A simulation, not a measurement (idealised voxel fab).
voxel wiring stack: a process module
Cross-sectional view cut (width: 260 nm; square cell size: 5 nm).
Square cells in a grid make up a cross-section in this document, and the grid is given as bands, listed from the top down, each one or more rows of cells.
Within each band entry, the heights of the top and of the bottom of the band appear first, in that order and in nm; the materials of the band then follow from left to right, each with its corresponding width in nm. The designation "throughout" on a single material indicates that it fills the band from edge to edge; the designation "empty" indicates empty space.
Height reference: 0 = level under which incoming wafer is all one material. Lowest band: no bottom, runs on downward, e.g. "0 nm and below".
Quick explanation for "30->40": the width changes in equal steps down the rows of cells, from the first number in the band's top row to the second number in its bottom row.
It should be understood that the words "no alteration", when stated for a given step, signify that the cross-section underwent no change in any of its cells during that step.
Look at "Trapped void list" for the closed voids: empty spaces with no open path to the top, sized 8 cells or up. Each is width x height at distance, distance from the left edge, all nm.
after a step's settings: what the simulator itself notes on the step
Among the settings permitted on a step's line is "overlay nm"; applied to a step with a mask, it specifies the extent to which the mask lay to the right of its planned position, whereas a negative figure signifies a position to the left.

Here's what the planned process steps look like:
1) op RECEIVE | material Si
2) op CONFORMAL_DEP | material SiO2 | thk nm 15
3) op DIRECTIONAL_DEP | material TiN | thk nm 5
4) op DIRECTIONAL_DEP | material Ru | thk nm 25
5) op PATTERN | tone cover | mask id METAL_1 | material resist | width nm 30 | pitch nm 45 | thk nm 15 | overlay nm 0
6) op DIRECTIONAL_ETCH | etch materials Ru | depth nm 25
7) op DIRECTIONAL_ETCH | etch materials TiN | depth nm 5
8) op STRIP | etch materials resist
9) op CONFORMAL_DEP | material SiCN | thk nm 5
10) op FILL_DEP | material SiO2 | thk nm 5
11) op CMP | height nm 45
12) op CONFORMAL_DEP | material SiCN | thk nm 5
13) op DIRECTIONAL_DEP | material lowk | thk nm 20
14) op MASKED_ETCH | tone open | mask id PLUG_1 | width nm 15 | pitch nm 90 | etch materials lowk | depth nm 20 | overlay nm 0
15) op MASKED_ETCH | tone open | mask id PLUG_1 | width nm 15 | pitch nm 90 | etch materials SiCN | depth nm 5 | overlay nm 0
16) op EPI | material Ru | thk nm 10
17) op EPI | material Ru | thk nm 10
18) op EPI | material Ru | thk nm 5
19) op CONFORMAL_DEP | material SiN | thk nm 5
20) op DIRECTIONAL_DEP | material SiO2 | thk nm 25
21) op DIRECTIONAL_DEP | material aC | thk nm 15
22) op PATTERN | tone open | mask id METAL_2 | material resist | width nm 30 | pitch nm 45 | thk nm 35 | overlay nm 0
23) op DIRECTIONAL_ETCH | etch materials aC | depth nm 15
24) op STRIP | etch materials resist
25) op DIRECTIONAL_ETCH | etch materials SiO2 | depth nm 25
26) op DIRECTIONAL_ETCH | etch materials SiN | depth nm 5
27) op STRIP | etch materials aC
28) op CONFORMAL_DEP | material TiN | thk nm 5
29) op FILL_DEP | material Ru | thk nm 10
30) op CMP | height nm 100
31) op EPI | material Ru | thk nm 5
32) op FILL_DEP | material SiCN | thk nm 5
33) op DIRECTIONAL_DEP | material lowk | thk nm 25
34) op PATTERN | tone open | mask id METAL_3 | material resist | width nm 30 | pitch nm 45 | thk nm 20 | overlay nm 0
35) op DIRECTIONAL_ETCH | etch materials lowk | depth nm 15
36) op STRIP | etch materials resist
37) op DIRECTIONAL_DEP | material aC | thk nm 15
38) op PATTERN | tone open | mask id METAL_3_HOLES | material resist | width nm 15 | pitch nm 45 | thk nm 30 | overlay nm 0
39) op DIRECTIONAL_ETCH | etch materials aC | depth nm 15
40) op STRIP | etch materials resist
41) op DIRECTIONAL_ETCH | etch materials lowk | depth nm 10
42) op DIRECTIONAL_ETCH | etch materials SiCN | depth nm 5
43) op STRIP | etch materials aC
44) op CONFORMAL_DEP | material TiN | thk nm 5
45) op FILL_DEP | material Cu | thk nm 5
46) op CMP | height nm 135
47) op CONFORMAL_DEP | material SiN | thk nm 5

As-received wafer cross-section (after step 1):
    0 nm and below = Si throughout
    Trapped void list: none

The first of the two wafers as seen in cross-section once the module was finished; processing followed the plan:
    140 nm to 135 nm = SiN throughout
    135 nm to 125 nm = lowk 70 nm | TiN 5 nm | Cu 20 nm | TiN 5 nm | lowk 15 nm | TiN 5 nm | Cu 20 nm | TiN 5 nm | lowk 15 nm | TiN 5 nm | Cu 20 nm | TiN 5 nm | lowk 70 nm
    125 nm to 120 nm = lowk 70 nm | TiN 5 nm | Cu 5 nm | TiN 20 nm | lowk 15 nm | TiN 5 nm | Cu 5 nm | TiN 20 nm | lowk 15 nm | TiN 5 nm | Cu 5 nm | TiN 20 nm | lowk 70 nm
    120 nm to 110 nm = lowk 70 nm | TiN 5 nm | Cu 5 nm | TiN 5 nm | lowk 30 nm | TiN 5 nm | Cu 5 nm | TiN 5 nm | lowk 30 nm | TiN 5 nm | Cu 5 nm | TiN 5 nm | lowk 85 nm
    110 nm to 105 nm = SiCN 70 nm | TiN 15 nm | SiCN 30 nm | TiN 15 nm | SiCN 30 nm | TiN 15 nm | SiCN 85 nm
    105 nm to 100 nm = SiCN 65 nm | Ru 40 nm | SiCN 5 nm | Ru 40 nm | SiCN 5 nm | Ru 40 nm | SiCN 65 nm
    100 nm to 75 nm = SiO2 70 nm | TiN 5 nm | Ru 20 nm | TiN 5 nm | SiO2 15 nm | TiN 5 nm | Ru 20 nm | TiN 5 nm | SiO2 15 nm | TiN 5 nm | Ru 20 nm | TiN 5 nm | SiO2 70 nm
    75 nm to 70 nm = SiN 70 nm | TiN 30 nm | SiN 15 nm | TiN 30 nm | SiN 15 nm | TiN 30 nm | SiN 70 nm
    70 nm to 50 nm = lowk 70 nm | Ru 15 nm | lowk 75 nm | Ru 15 nm | lowk 85 nm
    50 nm to 45 nm = SiCN 70 nm | Ru 15 nm | SiCN 75 nm | Ru 15 nm | SiCN 85 nm
    45 nm to 20 nm = SiO2 65 nm | SiCN 5 nm | Ru 30 nm | SiCN 5 nm | SiO2 5 nm | SiCN 5 nm | Ru 30 nm | SiCN 5 nm | SiO2 5 nm | SiCN 5 nm | Ru 30 nm | SiCN 5 nm | SiO2 65 nm
    20 nm to 15 nm = SiCN 70 nm | TiN 30 nm | SiCN 15 nm | TiN 30 nm | SiCN 15 nm | TiN 30 nm | SiCN 70 nm
    15 nm to 0 nm = SiO2 throughout
    0 nm and below = Si throughout
    Trapped void list: none

Same start, same plan as the first wafer - but one mistake in the run. Cross-section of the second of the two at the end of the module:
    140 nm to 135 nm = SiN throughout
    135 nm to 125 nm = lowk 70 nm | TiN 5 nm | Cu 20 nm | TiN 5 nm | lowk 15 nm | TiN 5 nm | Cu 20 nm | TiN 5 nm | lowk 15 nm | TiN 5 nm | Cu 20 nm | TiN 5 nm | lowk 70 nm
    125 nm to 120 nm = lowk 70 nm | TiN 5 nm | Cu 5 nm | TiN 20 nm | lowk 15 nm | TiN 5 nm | Cu 5 nm | TiN 20 nm | lowk 15 nm | TiN 5 nm | Cu 5 nm | TiN 20 nm | lowk 70 nm
    120 nm to 110 nm = lowk 70 nm | TiN 5 nm | Cu 5 nm | TiN 5 nm | lowk 30 nm | TiN 5 nm | Cu 5 nm | TiN 5 nm | lowk 30 nm | TiN 5 nm | Cu 5 nm | TiN 5 nm | lowk 85 nm
    110 nm to 105 nm = SiCN 70 nm | TiN 15 nm | SiCN 30 nm | TiN 15 nm | SiCN 30 nm | TiN 15 nm | SiCN 85 nm
    105 nm to 100 nm = Ru throughout
    100 nm to 95 nm = TiN 75 nm | Ru 20 nm | TiN 25 nm | Ru 20 nm | TiN 25 nm | Ru 20 nm | TiN 75 nm
    95 nm to 70 nm = SiO2 70 nm | TiN 5 nm | Ru 20 nm | TiN 5 nm | SiO2 15 nm | TiN 5 nm | Ru 20 nm | TiN 5 nm | SiO2 15 nm | TiN 5 nm | Ru 20 nm | TiN 5 nm | SiO2 70 nm
    70 nm to 65 nm = SiN 70 nm | TiN 30 nm | SiN 15 nm | TiN 30 nm | SiN 15 nm | TiN 30 nm | SiN 70 nm
    65 nm to 45 nm = lowk 70 nm | Ru 15 nm | lowk 75 nm | Ru 15 nm | lowk 85 nm
    45 nm to 40 nm = SiCN 70 nm | Ru 15 nm | SiCN 75 nm | Ru 15 nm | SiCN 85 nm
    40 nm to 20 nm = SiO2 65 nm | SiCN 5 nm | Ru 30 nm | SiCN 5 nm | SiO2 5 nm | SiCN 5 nm | Ru 30 nm | SiCN 5 nm | SiO2 5 nm | SiCN 5 nm | Ru 30 nm | SiCN 5 nm | SiO2 65 nm
    20 nm to 15 nm = SiCN 70 nm | TiN 30 nm | SiCN 15 nm | TiN 30 nm | SiCN 15 nm | TiN 30 nm | SiCN 70 nm
    15 nm to 0 nm = SiO2 throughout
    0 nm and below = Si throughout
    Trapped void list: none
Plan not followed: rather than as planned, step 11 actually ran as op CMP | height nm 40
Upon completion, the second wafer contains, in terms of cells, a greater or smaller amount of certain materials than the first wafer: 22 more of Ru, 34 fewer of SiCN, 28 fewer of SiO2, 40 more of TiN
